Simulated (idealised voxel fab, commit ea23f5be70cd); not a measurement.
Module name: voxel wiring stack (process module)
Shown is cross-section cut, with a width of 185 nm and square cells of size 5 nm.
We lay out every cross-section as a grid of square cells and spell it out in bands from the top down, where one band means one or more rows of cells. Look at the band entry: it leads with the top's height and the bottom's height in nm. Then it lists the materials left to right, with a width in nm for each. The word "all across" on a single material says that material fills the band edge to edge. The word "air" is empty space. Height datum 0, below which the as-received substrate wafer is one material. Lowest band open at the bottom, running downward: "0 and below". Graded width ("30..40"): value in top row of band = first number; value in bottom row = second number; row-to-row change constant. A step reported as "changes: none" is a step in which no cell of the cross-section changed. "Non-vented voids": empty spaces of 8 cells or more with no open way to the top, each given as width x height at distance, distance from the left edge, all in nm. The remark found on a step's line after its settings is issued by the simulator itself and pertains to that step. "overlay nm" denotes, for a step that has a mask, the displacement of the mask to the right of its planned place, with negative values corresponding to the left.
## These are the steps we planned for the process
1. RECEIVE (material Si)
2. CONFORMAL_DEP (material SiO2; thk nm 15)
3. CONFORMAL_DEP (material SiCN; thk nm 5)
4. DIRECTIONAL_DEP (material SiO2; thk nm 20)
5. MASKED_ETCH (tone open; mask id METAL_1; width nm 20; pitch nm 60; etch materials SiO2; depth nm 20; overlay nm 0)
6. MASKED_ETCH (tone open; mask id METAL_1; width nm 30; pitch nm 60; etch materials SiCN; depth nm 5; overlay nm 0)
7. CONFORMAL_DEP (material TiN; thk nm 5)
8. FILL_DEP (material Ru; thk nm 10)
9. CMP (height nm 40)
10. CONFORMAL_DEP (material SiCN; thk nm 5)
11. DIRECTIONAL_DEP (material SiO2; thk nm 25)
12. PATTERN (tone open; mask id METAL_2; material resist; width nm 30; pitch nm 60; thk nm 15; overlay nm 0)
13. DIRECTIONAL_ETCH (etch materials SiO2; depth nm 15)
14. STRIP (etch materials resist)
15. MASKED_ETCH (tone open; mask id METAL_2_HOLES; width nm 15; pitch nm 60; etch materials SiO2; depth nm 10; overlay nm 0)
16. MASKED_ETCH (tone open; mask id METAL_2_HOLES; width nm 15; pitch nm 60; etch materials SiCN; depth nm 5; overlay nm 0)
17. CONFORMAL_DEP (material TiN; thk nm 5)
18. FILL_DEP (material Cu; thk nm 10)
19. CMP (height nm 70)
20. CONFORMAL_DEP (material SiCN; thk nm 5)
21. DIRECTIONAL_DEP (material SiO2; thk nm 35)
22. MASKED_ETCH (tone open; mask id METAL_3_HOLES; width nm 15; pitch nm 120; etch materials SiO2; depth nm 35; overlay nm 0)
23. MASKED_ETCH (tone open; mask id METAL_3; width nm 30; pitch nm 60; etch materials SiO2; depth nm 20; overlay nm 0)
24. MASKED_ETCH (tone open; mask id METAL_3; width nm 30; pitch nm 60; etch materials SiCN; depth nm 5; overlay nm 0)
25. CONFORMAL_DEP (material TiN; thk nm 5)
26. FILL_DEP (material Ru; thk nm 5)
27. CMP (height nm 110)
28. CONFORMAL_DEP (material SiCN; thk nm 5)
The wafers in this document start out alike and differ in the width nm applied at step 5; the plan shows the value used for the first wafer.
## So this is the first of several wafers, cross-sectioned as it came to us, meaning it's at the end of step 1
    0 and below | Si all across
    Non-vented voids: none
## End of the module, past its last step, step 28: how the first of several wafers looks in cross-section
    115 down to 110 | SiCN all across
    110 down to 95 | 15 nm SiO2; 5 nm TiN; 20 nm Ru; 5 nm TiN; 30 nm SiO2; 5 nm TiN; 20 nm Ru; 5 nm TiN; 30 nm SiO2; 5 nm TiN; 20 nm Ru; 5 nm TiN; 20 nm SiO2
    95 down to 90 | 15 nm SiO2; 5 nm TiN; 5 nm Ru; 20 nm TiN; 30 nm SiO2; 30 nm TiN; 30 nm SiO2; 5 nm TiN; 5 nm Ru; 20 nm TiN; 20 nm SiO2
    90 down to 75 | 15 nm SiO2; 5 nm TiN; 5 nm Ru; 5 nm TiN; 105 nm SiO2; 5 nm TiN; 5 nm Ru; 5 nm TiN; 35 nm SiO2
    75 down to 70 | 15 nm SiCN; 15 nm TiN; 105 nm SiCN; 15 nm TiN; 35 nm SiCN
    70 down to 60 | 15 nm SiO2; 5 nm TiN; 20 nm Cu; 5 nm TiN; 30 nm SiO2; 5 nm TiN; 20 nm Cu; 5 nm TiN; 30 nm SiO2; 5 nm TiN; 20 nm Cu; 5 nm TiN; 20 nm SiO2
    60 down to 55 | 15 nm SiO2; 5 nm TiN; 5 nm Cu; 20 nm TiN; 30 nm SiO2; 5 nm TiN; 5 nm Cu; 20 nm TiN; 30 nm SiO2; 5 nm TiN; 5 nm Cu; 20 nm TiN; 20 nm SiO2
    55 down to 45 | 15 nm SiO2; 5 nm TiN; 5 nm Cu; 5 nm TiN; 45 nm SiO2; 5 nm TiN; 5 nm Cu; 5 nm TiN; 45 nm SiO2; 5 nm TiN; 5 nm Cu; 5 nm TiN; 35 nm SiO2
    45 down to 40 | 15 nm SiCN; 15 nm TiN; 45 nm SiCN; 15 nm TiN; 45 nm SiCN; 15 nm TiN; 35 nm SiCN
    40 down to 20 | 20 nm SiO2; 5 nm TiN; 10 nm Ru; 5 nm TiN; 40 nm SiO2; 5 nm TiN; 10 nm Ru; 5 nm TiN; 40 nm SiO2; 5 nm TiN; 10 nm Ru; 5 nm TiN; 25 nm SiO2
    20 down to 15 | 20 nm SiCN; 20 nm TiN; 40 nm SiCN; 20 nm TiN; 40 nm SiCN; 20 nm TiN; 25 nm SiCN
    15 down to 0 | SiO2 all across
    0 and below | Si all across
    Non-vented voids: none
## So this is the cross-section on the last wafer at the end of the module
    115 down to 110 | SiCN all across
    110 down to 95 | 15 nm SiO2; 5 nm TiN; 20 nm Ru; 5 nm TiN; 30 nm SiO2; 5 nm TiN; 20 nm Ru; 5 nm TiN; 30 nm SiO2; 5 nm TiN; 20 nm Ru; 5 nm TiN; 20 nm SiO2
    95 down to 90 | 15 nm SiO2; 5 nm TiN; 5 nm Ru; 20 nm TiN; 30 nm SiO2; 30 nm TiN; 30 nm SiO2; 5 nm TiN; 5 nm Ru; 20 nm TiN; 20 nm SiO2
    90 down to 75 | 15 nm SiO2; 5 nm TiN; 5 nm Ru; 5 nm TiN; 105 nm SiO2; 5 nm TiN; 5 nm Ru; 5 nm TiN; 35 nm SiO2
    75 down to 70 | 15 nm SiCN; 15 nm TiN; 105 nm SiCN; 15 nm TiN; 35 nm SiCN
    70 down to 60 | 15 nm SiO2; 5 nm TiN; 20 nm Cu; 5 nm TiN; 30 nm SiO2; 5 nm TiN; 20 nm Cu; 5 nm TiN; 30 nm SiO2; 5 nm TiN; 20 nm Cu; 5 nm TiN; 20 nm SiO2
    60 down to 55 | 15 nm SiO2; 5 nm TiN; 5 nm Cu; 20 nm TiN; 30 nm SiO2; 5 nm TiN; 5 nm Cu; 20 nm TiN; 30 nm SiO2; 5 nm TiN; 5 nm Cu; 20 nm TiN; 20 nm SiO2
    55 down to 45 | 15 nm SiO2; 5 nm TiN; 5 nm Cu; 5 nm TiN; 45 nm SiO2; 5 nm TiN; 5 nm Cu; 5 nm TiN; 45 nm SiO2; 5 nm TiN; 5 nm Cu; 5 nm TiN; 35 nm SiO2
    45 down to 40 | 15 nm SiCN; 15 nm TiN; 45 nm SiCN; 15 nm TiN; 45 nm SiCN; 15 nm TiN; 35 nm SiCN
    40 down to 25 | 15 nm SiO2; 5 nm TiN; 25 nm Ru; 5 nm TiN; 25 nm SiO2; 5 nm TiN; 25 nm Ru; 5 nm TiN; 25 nm SiO2; 5 nm TiN; 25 nm Ru; 5 nm TiN; 15 nm SiO2
    25 down to 20 | 15 nm SiO2; 5 nm TiN; 20 nm Ru; 10 nm TiN; 25 nm SiO2; 5 nm TiN; 20 nm Ru; 10 nm TiN; 25 nm SiO2; 5 nm TiN; 20 nm Ru; 10 nm TiN; 15 nm SiO2
    20 down to 15 | 15 nm SiCN; 30 nm TiN; 30 nm SiCN; 30 nm TiN; 30 nm SiCN; 30 nm TiN; 20 nm SiCN
    15 down to 0 | SiO2 all across
    0 and below | Si all across
    Non-vented voids: none
## Below: a row per wafer. Contents at end of module: for every material, cells gained since receipt (+) or lost since receipt (-); then closed voids
width nm 20; +33 Cu; +68 Ru; +121 SiCN; +493 SiO2; +136 TiN; Non-vented voids: none
width nm 25; +33 Cu; +80 Ru; +118 SiCN; +481 SiO2; +139 TiN; Non-vented voids: none
width nm 30; +33 Cu; +92 Ru; +115 SiCN; +469 SiO2; +142 TiN; Non-vented voids: none
width nm 35; +33 Cu; +101 Ru; +115 SiCN; +457 SiO2; +145 TiN; Non-vented voids: none
